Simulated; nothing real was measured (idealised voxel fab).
process module | voxel fin reveal
cross-section cut | 215 nm wide | cells 5 nm
A cross-section is a grid of square cells, given in bands from the top down. A band is one or more rows of cells.
Each band's line starts with the height of the band's top and of its bottom, in nm. Then come its materials from left to right, each with its width in nm. One material with "throughout" fills the band from edge to edge. "air" is empty space.
Height 0 is the level under which the wafer as received is all one material. The lowest band goes on downwards, as in "0 down".
A width such as "30 to 40" changes by the same amount from each row of cells to the next, from the band's top row to its bottom row.
"no change" after a step means that no cell of the cross-section changed.
closed voids: empty space of 8 cells or more with no open way to the top, each as width x height at its distance from the left edge, in nm
after a step's settings: what the simulator itself notes on the step
overlay nm, on a step with a mask: how far to the right of its planned place the mask lay; to the left if negative
plan
1 op RECEIVE | material Si
2 op CONFORMAL_DEP | material SiN | thk nm 5
3 op PATTERN | tone cover | mask id FINS | material resist | width nm 15 | pitch nm 45 | thk nm 15 | overlay nm -15
4 op DIRECTIONAL_ETCH | etch materials SiN | depth nm 5
5 op DIRECTIONAL_ETCH | etch materials Si | depth nm 30
6 op STRIP | etch materials resist
7 op FILL_DEP | material SiO2 | thk nm 10
8 op CMP | height nm 5
9 op SELECTIVE_ETCH | etch materials SiO2 | depth nm 20
10 op STRIP | etch materials SiN
varied across the wafers: overlay nm of step 3. The plan shows the first wafer's value. All wafers start alike
first wafer as received, after step 1
  0 down: Si throughout
  closed voids: none
each wafer at the end: cells of each material gained (+) or lost (-) since it was received, then its closed voids
overlay nm -15 | -222 Si | +111 SiO2 | closed voids: none
overlay nm -10 | -222 Si | +111 SiO2 | closed voids: none
overlay nm -5 | -222 Si | +111 SiO2 | closed voids: none
overlay nm 0 | -222 Si | +111 SiO2 | closed voids: none
overlay nm 5 | -222 Si | +111 SiO2 | closed voids: none
overlay nm 10 | -222 Si | +111 SiO2 | closed voids: none
overlay nm 15 | -222 Si | +111 SiO2 | closed voids: none
